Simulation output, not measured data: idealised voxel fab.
Process module in this document: voxel air gaps
Square cells of 5 nm make up the cross-section cut, whose width is 250 nm.
Heads up, the way a cross-section reads in here is a grid of square cells, handed over as bands from the top down, with every band being one or more rows of cells.
Each band's line starts with the height of the band's top and of its bottom, in nm. Then come its materials from left to right, each with its width in nm. One material with "throughout" fills the band from edge to edge. "air" is empty space.
Heights are expressed relative to 0, this being the level below which the as-received wafer comprises one material exclusively. The lowest band is unbounded in the downward direction and is denoted as in "0 -> down".
The width entry "30..40" should be interpreted row by row: the top row of cells in the band takes the first number, the bottom row takes the second number, and the change between adjacent rows is uniform throughout.
"all unchanged" (step): cross-section cells unchanged, all of them.
The label "Enclosed internal voids" introduces a list of the empty spaces, 8 cells or larger, that have no open way up to the top; each entry in it reads width x height at distance, where the distance is taken from the left edge and all three are stated in nm.
On a step's line, text after the settings is the simulator commenting on that step.
Regarding "overlay nm": on a step with a mask, it is the distance the mask lay to the right of its planned place; a negative value places it to the left.
-- Below is the list of planned process steps
1. RECEIVE (material Si)
2. CONFORMAL_DEP (material SiO2; thk nm 15)
3. CONFORMAL_DEP (material SiN; thk nm 5)
4. DIRECTIONAL_DEP (material SiO2; thk nm 40)
5. DIRECTIONAL_DEP (material aC; thk nm 15)
6. PATTERN (tone open; mask id LINES; material resist; width nm 15; pitch nm 40; thk nm 35; overlay nm 0)
7. DIRECTIONAL_ETCH (etch materials aC; depth nm 15)
8. STRIP (etch materials resist)
9. DIRECTIONAL_ETCH (etch materials SiO2; depth nm 40)
10. STRIP (etch materials aC)
11. CONFORMAL_DEP (material TiN; thk nm 5)
12. FILL_DEP (material Cu; thk nm 5)
13. CMP (height nm 60)
14. EPI (material Ru; thk nm 10)
15. SELECTIVE_ETCH (etch materials SiO2; depth nm 50)
16. CONFORMAL_DEP (material SiCN; thk nm 5)
-- As-received wafer cross-section (after step 1)
* 0 -> down | Si throughout
* Enclosed internal voids: none
-- The module was run from the start shown above using the plan shown above, but one mistake was made doing it; the resulting wafer cross-section is below
* 75 -> 70 | air: 65, then SiCN: 125, then air: 60
* 70 -> 60 | air: 65, then SiCN: 5, then Ru: 35, then SiCN: 5, then Ru: 35, then SiCN: 5, then Ru: 35, then SiCN: 5, then air: 60
* 60 -> 55 | air: 65, then SiCN: 15, then TiN: 5, then Cu: 5, then TiN: 5, then SiCN: 25, then TiN: 5, then Cu: 5, then TiN: 5, then SiCN: 25, then TiN: 5, then Cu: 5, then TiN: 5, then SiCN: 15, then air: 60
* 55 -> 25 | air: 75, then SiCN: 5, then TiN: 5, then Cu: 5, then TiN: 5, then SiCN: 5, then air: 15, then SiCN: 5, then TiN: 5, then Cu: 5, then TiN: 5, then SiCN: 5, then air: 15, then SiCN: 5, then TiN: 5, then Cu: 5, then TiN: 5, then SiCN: 5, then air: 70
* 25 -> 20 | SiCN: 80, then TiN: 15, then SiCN: 25, then TiN: 15, then SiCN: 25, then TiN: 15, then SiCN: 75
* 20 -> 15 | SiN throughout
* 15 -> 0 | SiO2 throughout
* 0 -> down | Si throughout
* Enclosed internal voids: 15 x 30 at 100; 15 x 30 at 140
Plan not followed: step 6 was processed under conditions differing from the plan, specifically as PATTERN (tone open; mask id LINES; material resist; width nm 15; pitch nm 40; thk nm 35; overlay nm 5)
